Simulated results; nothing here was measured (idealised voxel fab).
The name of this process module is voxel trench capacitor.
Each square cell in cross-section cut measures 5 nm, and the section as a whole is 290 nm wide.
Notation: cross-section as square-cell grid; stated in bands, top first, going down; one or more cell rows per band. In this notation a band is specified by the heights of its top and bottom, in that order and in nm, after which its materials appear from left to right, each paired with its width in nm. The word "full width" attached to a single material means that material fills the band from edge to edge; the word "air" stands for empty space. Below 0: as-received wafer, all one material; heights counted from there. Lowest band: no bottom, goes on down, written "0 and below". A width such as "30->40" changes by the same amount from each row of cells to the next, from the band's top row to its bottom row. "nothing altered" means the step left every cell of the cross-section as it was. The list in "Closed internal voids" covers empty spaces of 8 cells or more that cannot reach the top through any open way, and it gives each as width x height at distance; the distance is from the left edge, and width, height and distance are in nm. If you see something after the settings on a step's line, that's the simulator's own remark about that step. overlay nm, on a step with a mask: how far to the right of its planned place the mask lay; to the left if negative.
## Intended process steps
| 1 | RECEIVE (material Si) |
| 2 | CONFORMAL_DEP (material SiN; thk nm 5) |
| 3 | DIRECTIONAL_DEP (material aC; thk nm 15) |
| 4 | PATTERN (tone open; mask id TRENCH; material resist; width nm 20; pitch nm 35; thk nm 30; overlay nm 0) |
| 5 | DIRECTIONAL_ETCH (etch materials aC; depth nm 15) |
| 6 | STRIP (etch materials resist) |
| 7 | DIRECTIONAL_ETCH (etch materials SiN; depth nm 5) |
| 8 | DIRECTIONAL_ETCH (etch materials Si; depth nm 30) |
| 9 | STRIP (etch materials aC) |
| 10 | CONFORMAL_DEP (material Al2O3; thk nm 5) |
| 11 | FILL_DEP (material polySi; thk nm 10) |
| 12 | CMP (height nm 5) |
## Received-state cross-section, reflecting completion of step 1
	0 and below: Si full width
	Closed internal voids: none
## Cross-section at module end, one run error; start and plan unchanged from above
	5 down to 0: SiN 105 nm; Al2O3 5 nm; polySi 10 nm; Al2O3 5 nm; SiN 15 nm; Al2O3 5 nm; polySi 10 nm; Al2O3 5 nm; SiN 130 nm
	0 down to -25: Si 105 nm; Al2O3 5 nm; polySi 10 nm; Al2O3 5 nm; Si 15 nm; Al2O3 5 nm; polySi 10 nm; Al2O3 5 nm; Si 130 nm
	-25 down to -30: Si 105 nm; Al2O3 20 nm; Si 15 nm; Al2O3 20 nm; Si 130 nm
	-30 and below: Si full width
	Closed internal voids: none
Here's what went sideways: note that step 4 departed from the planned setting and was carried out as PATTERN (tone open; mask id TRENCH; material resist; width nm 20; pitch nm 35; thk nm 30; overlay nm -10)
